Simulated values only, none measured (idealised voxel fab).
process module | voxel ribs on slabs
cross-section cut | 235 nm wide | cells 5 nm
A cross-section is a grid of square cells, given in bands from the top down. A band is one or more rows of cells.
Each band's line starts with the height of the band's top and of its bottom, in nm. Then come its materials from left to right, each with its width in nm. One material with "throughout" fills the band from edge to edge. "air" is empty space.
Height 0 is the level under which the wafer as received is all one material. The lowest band goes on downwards, as in "0 down".
A width such as "30 to 40" changes by the same amount from each row of cells to the next, from the band's top row to its bottom row.
"no change" after a step means that no cell of the cross-section changed.
closed voids: empty space of 8 cells or more with no open way to the top, each as width x height at its distance from the left edge, in nm
after a step's settings: what the simulator itself notes on the step
overlay nm, on a step with a mask: how far to the right of its planned place the mask lay; to the left if negative
plan
1 op RECEIVE | material Si
2 op DIRECTIONAL_DEP | material SiO2 | thk nm 20
3 op DIRECTIONAL_DEP | material SiN | thk nm 20
4 op PATTERN | tone cover | mask id RIB | material resist | width nm 25 | thk nm 20 | overlay nm 0
5 op DIRECTIONAL_ETCH | etch materials SiN | depth nm 15
6 op STRIP | etch materials resist
7 op DIRECTIONAL_DEP | material aC | thk nm 15
8 op PATTERN | tone cover | mask id SLAB | material resist | width nm 65 | thk nm 35 | overlay nm 0
9 op DIRECTIONAL_ETCH | etch materials aC | depth nm 15
10 op STRIP | etch materials resist
11 op DIRECTIONAL_ETCH | etch materials SiN | depth nm 5
12 op STRIP | etch materials aC
13 op FILL_DEP | material SiO2 | thk nm 25
14 op CMP | height nm 65
15 op DIRECTIONAL_DEP | material W | thk nm 5
16 op MASKED_ETCH | tone cover | mask id HEATER | width nm 35 | etch materials W | depth nm 5 | overlay nm 0
17 op CONFORMAL_DEP | material SiO2 | thk nm 5
varied across the wafers: thk nm of step 2. The plan shows the first wafer's value. All wafers start alike
first wafer as received, after step 1
  0 down: Si throughout
  closed voids: none
first wafer at the end, after step 17
  75 to 70: air 95 | SiO2 45 | air 95
  70 to 65: SiO2 100 | W 35 | SiO2 100
  65 to 40: SiO2 throughout
  40 to 25: SiO2 105 | SiN 25 | SiO2 105
  25 to 20: SiO2 85 | SiN 65 | SiO2 85
  20 to 0: SiO2 throughout
  0 down: Si throughout
  closed voids: none
last wafer at the end
  75 to 70: air 95 | SiO2 45 | air 95
  70 to 65: SiO2 100 | W 35 | SiO2 100
  65 to 50: SiO2 105 | SiN 25 | SiO2 105
  50 to 45: SiO2 85 | SiN 65 | SiO2 85
  45 to 0: SiO2 throughout
  0 down: Si throughout
  closed voids: none
each wafer at the end: cells of each material gained (+) or lost (-) since it was received, then its closed voids
thk nm 20 | +28 SiN | +632 SiO2 | +7 W | closed voids: none
thk nm 25 | +28 SiN | +632 SiO2 | +7 W | closed voids: none
thk nm 30 | +28 SiN | +632 SiO2 | +7 W | closed voids: none
thk nm 35 | +28 SiN | +632 SiO2 | +7 W | closed voids: none
thk nm 40 | +28 SiN | +632 SiO2 | +7 W | closed voids: none
thk nm 45 | +28 SiN | +632 SiO2 | +7 W | closed voids: none
